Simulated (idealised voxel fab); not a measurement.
This section sets out a process module, namely voxel wiring stack.
We display cut, a cross-section 195 nm in width whose square cells are each 5 nm.
Throughout this document, each cross-section is represented as a grid of square cells and is presented as a sequence of bands enumerated from the top downward, where a band comprises one or more rows of cells.
Per band: top height and bottom height in nm, followed by the left-to-right materials and their widths in nm; "everywhere" marks a single material spanning edge to edge, "blank" marks empty space.
Heights are measured from 0, the level below which the as-received wafer is all one material; the lowest band has no bottom and continues downward, written as in "z 0 and below".
Read "30..40" as a graded width: first number on top, second number at the bottom, same change between each pair of neighbouring rows.
When a step is marked "no modifications", none of the cells in the cross-section changed during that step.
Each empty space that has no open way to the top and spans at least 8 cells appears under "Entrapped voids" as width x height at distance, the distance counted from the left edge, all in nm.
Text after the settings on a step's line: the simulator's own remark on that step.
Among the settings permitted on a step's line is "overlay nm"; applied to a step with a mask, it specifies the extent to which the mask lay to the right of its planned position, whereas a negative figure signifies a position to the left.
The steps planned for the process are as follows
1) RECEIVE with material Si
2) CONFORMAL_DEP with material SiO2, thk nm 15
3) DIRECTIONAL_DEP with material TiN, thk nm 5
4) DIRECTIONAL_DEP with material W, thk nm 20
5) MASKED_ETCH with tone cover, mask id METAL_1, width nm 25, pitch nm 55, etch materials W, depth nm 20, overlay nm 0
6) MASKED_ETCH with tone cover, mask id METAL_1, width nm 25, pitch nm 55, etch materials TiN, depth nm 5, overlay nm 0
7) CONFORMAL_DEP with material SiN, thk nm 5
8) FILL_DEP with material lowk, thk nm 5
9) CMP with height nm 40
10) CONFORMAL_DEP with material SiCN, thk nm 5
11) DIRECTIONAL_DEP with material SiO2, thk nm 15
12) DIRECTIONAL_DEP with material aC, thk nm 10
13) PATTERN with tone open, mask id PLUG_1, material resist, width nm 15, thk nm 25, overlay nm 0
14) DIRECTIONAL_ETCH with etch materials aC, depth nm 10
15) STRIP with etch materials resist
16) DIRECTIONAL_ETCH with etch materials SiO2, depth nm 15
17) DIRECTIONAL_ETCH with etch materials SiCN, depth nm 5
18) STRIP with etch materials aC
19) EPI with material Ru, thk nm 10
20) EPI with material Ru, thk nm 10
21) CONFORMAL_DEP with material SiN, thk nm 5
22) DIRECTIONAL_DEP with material SiO2, thk nm 25
23) PATTERN with tone open, mask id METAL_2, material resist, width nm 25, pitch nm 55, thk nm 15, overlay nm 0
24) DIRECTIONAL_ETCH with etch materials SiO2, depth nm 25
25) DIRECTIONAL_ETCH with etch materials SiN, depth nm 5
26) STRIP with etch materials resist
27) CONFORMAL_DEP with material TiN, thk nm 5
28) FILL_DEP with material W, thk nm 10
29) CMP with height nm 90
30) CONFORMAL_DEP with material SiN, thk nm 5
So, the first of our two wafers, run just as we planned it
As received, after step 1
z 0 and below | Si everywhere
Entrapped voids: none
Once step 2 is through, the wafer looks like this in cross-section
z 15 to 0 | SiO2 everywhere
No changes below 0.
Once step 3 is through, the wafer looks like this in cross-section
z 20 to 15 | TiN everywhere
No changes below 15.
Once step 4 is through, the wafer looks like this in cross-section
z 40 to 20 | W everywhere
No changes below 20.
Once step 5 is through, the wafer looks like this in cross-section
z 40 to 20 | 55 blank / 25 W / 30 blank / 25 W / 60 blank
No changes below 20.
Once step 6 is through, the wafer looks like this in cross-section
z 40 to 20 | 55 blank / 25 W / 30 blank / 25 W / 60 blank
z 20 to 15 | 55 blank / 25 TiN / 30 blank / 25 TiN / 60 blank
No changes below 15.
Once step 7 is through, the wafer looks like this in cross-section
z 45 to 40 | 50 blank / 35 SiN / 20 blank / 35 SiN / 55 blank
z 40 to 20 | 50 blank / 5 SiN / 25 W / 5 SiN / 20 blank / 5 SiN / 25 W / 5 SiN / 55 blank
z 20 to 15 | 55 SiN / 25 TiN / 30 SiN / 25 TiN / 60 SiN
No changes below 15.
Once step 8 is through, the wafer looks like this in cross-section
z 50 to 45 | lowk everywhere
z 45 to 40 | 50 lowk / 35 SiN / 20 lowk / 35 SiN / 55 lowk
z 40 to 20 | 50 lowk / 5 SiN / 25 W / 5 SiN / 20 lowk / 5 SiN / 25 W / 5 SiN / 55 lowk
No changes below 20.
Once step 9 is through, the wafer looks like this in cross-section
z 40 to 20 | 50 lowk / 5 SiN / 25 W / 5 SiN / 20 lowk / 5 SiN / 25 W / 5 SiN / 55 lowk
No changes below 20.
Once step 10 is through, the wafer looks like this in cross-section
z 45 to 40 | SiCN everywhere
No changes below 40.
Once step 11 is through, the wafer looks like this in cross-section
z 60 to 45 | SiO2 everywhere
No changes below 45.
Once step 12 is through, the wafer looks like this in cross-section
z 70 to 60 | aC everywhere
No changes below 60.
Once step 13 is through, the wafer looks like this in cross-section
z 95 to 70 | 55 resist / 15 blank / 125 resist
No changes below 70.
Once step 14 is through, the wafer looks like this in cross-section
z 85 to 70 | 55 resist / 15 blank / 125 resist
z 70 to 60 | 55 aC / 15 blank / 125 aC
No changes below 60.
Once step 15 is through, the wafer looks like this in cross-section
z 70 to 60 | 55 aC / 15 blank / 125 aC
No changes below 60.
Once step 16 is through, the wafer looks like this in cross-section
z 70 to 60 | 55 aC / 15 blank / 125 aC
z 60 to 45 | 55 SiO2 / 15 blank / 125 SiO2
No changes below 45.
Once step 17 is through, the wafer looks like this in cross-section
z 70 to 60 | 55 aC / 15 blank / 125 aC
z 60 to 45 | 55 SiO2 / 15 blank / 125 SiO2
z 45 to 40 | 55 SiCN / 15 blank / 125 SiCN
No changes below 40.
Once step 18 is through, the wafer looks like this in cross-section
z 60 to 45 | 55 SiO2 / 15 blank / 125 SiO2
No changes below 45.
Once step 19 is through, the wafer looks like this in cross-section
z 60 to 50 | 55 SiO2 / 15 blank / 125 SiO2
z 50 to 45 | 55 SiO2 / 15 Ru / 125 SiO2
z 45 to 40 | 55 SiCN / 15 Ru / 125 SiCN
No changes below 40.
Once step 20 is through, the wafer looks like this in cross-section
z 60 to 45 | 55 SiO2 / 15 Ru / 125 SiO2
No changes below 45.
Once step 21 is through, the wafer looks like this in cross-section
z 65 to 60 | SiN everywhere
No changes below 60.
Once step 22 is through, the wafer looks like this in cross-section
z 90 to 65 | SiO2 everywhere
No changes below 65.
Once step 23 is through, the wafer looks like this in cross-section
z 105 to 90 | 55 resist / 25 blank / 30 resist / 25 blank / 60 resist
No changes below 90.
Once step 24 is through, the wafer looks like this in cross-section
z 105 to 90 | 55 resist / 25 blank / 30 resist / 25 blank / 60 resist
z 90 to 65 | 55 SiO2 / 25 blank / 30 SiO2 / 25 blank / 60 SiO2
No changes below 65.
Once step 25 is through, the wafer looks like this in cross-section
z 105 to 90 | 55 resist / 25 blank / 30 resist / 25 blank / 60 resist
z 90 to 65 | 55 SiO2 / 25 blank / 30 SiO2 / 25 blank / 60 SiO2
z 65 to 60 | 55 SiN / 25 blank / 30 SiN / 25 blank / 60 SiN
No changes below 60.
Once step 26 is through, the wafer looks like this in cross-section
z 90 to 65 | 55 SiO2 / 25 blank / 30 SiO2 / 25 blank / 60 SiO2
No changes below 65.
Once step 27 is through, the wafer looks like this in cross-section
z 95 to 90 | 60 TiN / 15 blank / 40 TiN / 15 blank / 65 TiN
z 90 to 65 | 55 SiO2 / 5 TiN / 15 blank / 5 TiN / 30 SiO2 / 5 TiN / 15 blank / 5 TiN / 60 SiO2
z 65 to 60 | 55 SiN / 25 TiN / 30 SiN / 25 TiN / 60 SiN
No changes below 60.
Once step 28 is through, the wafer looks like this in cross-section
z 105 to 95 | W everywhere
z 95 to 90 | 60 TiN / 15 W / 40 TiN / 15 W / 65 TiN
z 90 to 65 | 55 SiO2 / 5 TiN / 15 W / 5 TiN / 30 SiO2 / 5 TiN / 15 W / 5 TiN / 60 SiO2
No changes below 65.
Once step 29 is through, the wafer looks like this in cross-section
z 90 to 65 | 55 SiO2 / 5 TiN / 15 W / 5 TiN / 30 SiO2 / 5 TiN / 15 W / 5 TiN / 60 SiO2
No changes below 65.
Once step 30 is through, the wafer looks like this in cross-section
z 95 to 90 | SiN everywhere
No changes below 90.
The second wafer was prepared from the same starting point and under the same plan as the first; its processing contained one mistake, and it remains indistinguishable from the first wafer up to and including step 22
Cross-sectional view of the second wafer at the intended end time of process step 23
z 105 to 90 | 55 blank / 25 resist / 30 blank / 25 resist / 60 blank
No changes below 90.
Cross-sectional view of the second wafer at the intended end time of process step 24
z 105 to 90 | 55 blank / 25 resist / 30 blank / 25 resist / 60 blank
z 90 to 65 | 55 blank / 25 SiO2 / 30 blank / 25 SiO2 / 60 blank
No changes below 65.
Cross-sectional view of the second wafer at the intended end time of process step 25
z 105 to 90 | 55 blank / 25 resist / 30 blank / 25 resist / 60 blank
z 90 to 65 | 55 blank / 25 SiO2 / 30 blank / 25 SiO2 / 60 blank
z 65 to 60 | 55 blank / 25 SiN / 30 blank / 25 SiN / 60 blank
No changes below 60.
Cross-sectional view of the second wafer at the intended end time of process step 26
z 90 to 65 | 55 blank / 25 SiO2 / 30 blank / 25 SiO2 / 60 blank
No changes below 65.
Cross-sectional view of the second wafer at the intended end time of process step 27
z 95 to 90 | 50 blank / 35 TiN / 20 blank / 35 TiN / 55 blank
z 90 to 65 | 50 blank / 5 TiN / 25 SiO2 / 5 TiN / 20 blank / 5 TiN / 25 SiO2 / 5 TiN / 55 blank
z 65 to 60 | 55 TiN / 25 SiN / 30 TiN / 25 SiN / 60 TiN
No changes below 60.
Cross-sectional view of the second wafer at the intended end time of process step 28
z 105 to 95 | W everywhere
z 95 to 90 | 50 W / 35 TiN / 20 W / 35 TiN / 55 W
z 90 to 65 | 50 W / 5 TiN / 25 SiO2 / 5 TiN / 20 W / 5 TiN / 25 SiO2 / 5 TiN / 55 W
No changes below 65.
Cross-sectional view of the second wafer at the intended end time of process step 29
z 90 to 65 | 50 W / 5 TiN / 25 SiO2 / 5 TiN / 20 W / 5 TiN / 25 SiO2 / 5 TiN / 55 W
No changes below 65.
Cross-sectional view of the second wafer at the intended end time of process step 30
z 95 to 90 | SiN everywhere
No changes below 90.
Heads up, the wafer didn't run the way we planned it: step 23 ran differently from the plan; actual operation with settings: PATTERN with tone cover, mask id METAL_2, material resist, width nm 25, pitch nm 55, thk nm 15, overlay nm 0
Final cells, second wafer relative to first, materials higher or lower: SiN -19, SiO2 -95, TiN +19, W +95
